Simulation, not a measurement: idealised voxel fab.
A process module follows: voxel spacer lines.
We display cut, a cross-section 225 nm in width whose square cells are each 5 nm.
In what follows, cross-sections appear as grids of square cells, described through bands that run from the top down, where every band is one or more rows of cells.
Within each band entry, the heights of the top and of the bottom of the band appear first, in that order and in nm; the materials of the band then follow from left to right, each with its corresponding width in nm. The designation "all across" on a single material indicates that it fills the band from edge to edge; the designation "air" indicates empty space.
Heights are expressed relative to 0, this being the level below which the as-received wafer comprises one material exclusively. The lowest band is unbounded in the downward direction and is denoted as in "0 nm and below".
A two-number width, for instance "30..40", indicates that the width is equal to the first number in the top row of the band and to the second number in the bottom row, and that it changes by a constant amount per row of cells.
Take "nothing changed" at face value: in the step it is given for, the cross-section changed in none of its cells.
The entry titled "Voids, sealed" provides the empty spaces that have no open way to the top, restricted to those of 8 cells or more. Each is presented as width x height at distance, the distance being measured from the left edge, with all three in nm.
If you see something after the settings on a step's line, that's the simulator's own remark about that step.
You can add "overlay nm" to a step's line. For a step with a mask, it describes how far the mask lay to the right of its planned position, and a negative number describes a lay to the left.

This section lists the process steps that were planned
- 1: RECEIVE, material Si
- 2: CONFORMAL_DEP, material Al2O3, thk nm 10
- 3: DIRECTIONAL_DEP, material TiN, thk nm 15
- 4: DIRECTIONAL_DEP, material polySi, thk nm 20
- 5: PATTERN, tone cover, mask id MANDREL, material resist, width nm 25, pitch nm 80, thk nm 30, overlay nm 0
- 6: DIRECTIONAL_ETCH, etch materials polySi, depth nm 20
- 7: STRIP, etch materials resist
- 8: CONFORMAL_DEP, material SiO2, thk nm 5
- 9: DIRECTIONAL_ETCH, etch materials SiO2, depth nm 15
- 10: STRIP, etch materials polySi
- 11: DIRECTIONAL_ETCH, etch materials TiN, depth nm 15
- 12: STRIP, etch materials SiO2
- 13: FILL_DEP, material lowk, thk nm 10
- 14: CMP, height nm 25
Quick note for whoever runs this: the wafers start identical, but the thk nm at step 8 isn't the same across them. The plan just shows what the first wafer had.

First wafer as received, after step 1
0 nm and below | Si all across
Voids, sealed: none

Basically each wafer gets a line in the table, showing it at the end of the module: material by material, the cells it gained (+) or lost (-) since we got it, then its closed voids
thk nm 5 | +90 Al2O3 | +12 TiN | +123 lowk | Voids, sealed: none
thk nm 10 | +90 Al2O3 | +24 TiN | +111 lowk | Voids, sealed: none
thk nm 15 | +90 Al2O3 | +36 TiN | +99 lowk | Voids, sealed: none
thk nm 20 | +90 Al2O3 | +135 TiN | Voids, sealed: none
thk nm 25 | +90 Al2O3 | +135 TiN | Voids, sealed: none
thk nm 30 | +90 Al2O3 | +135 TiN | Voids, sealed: none
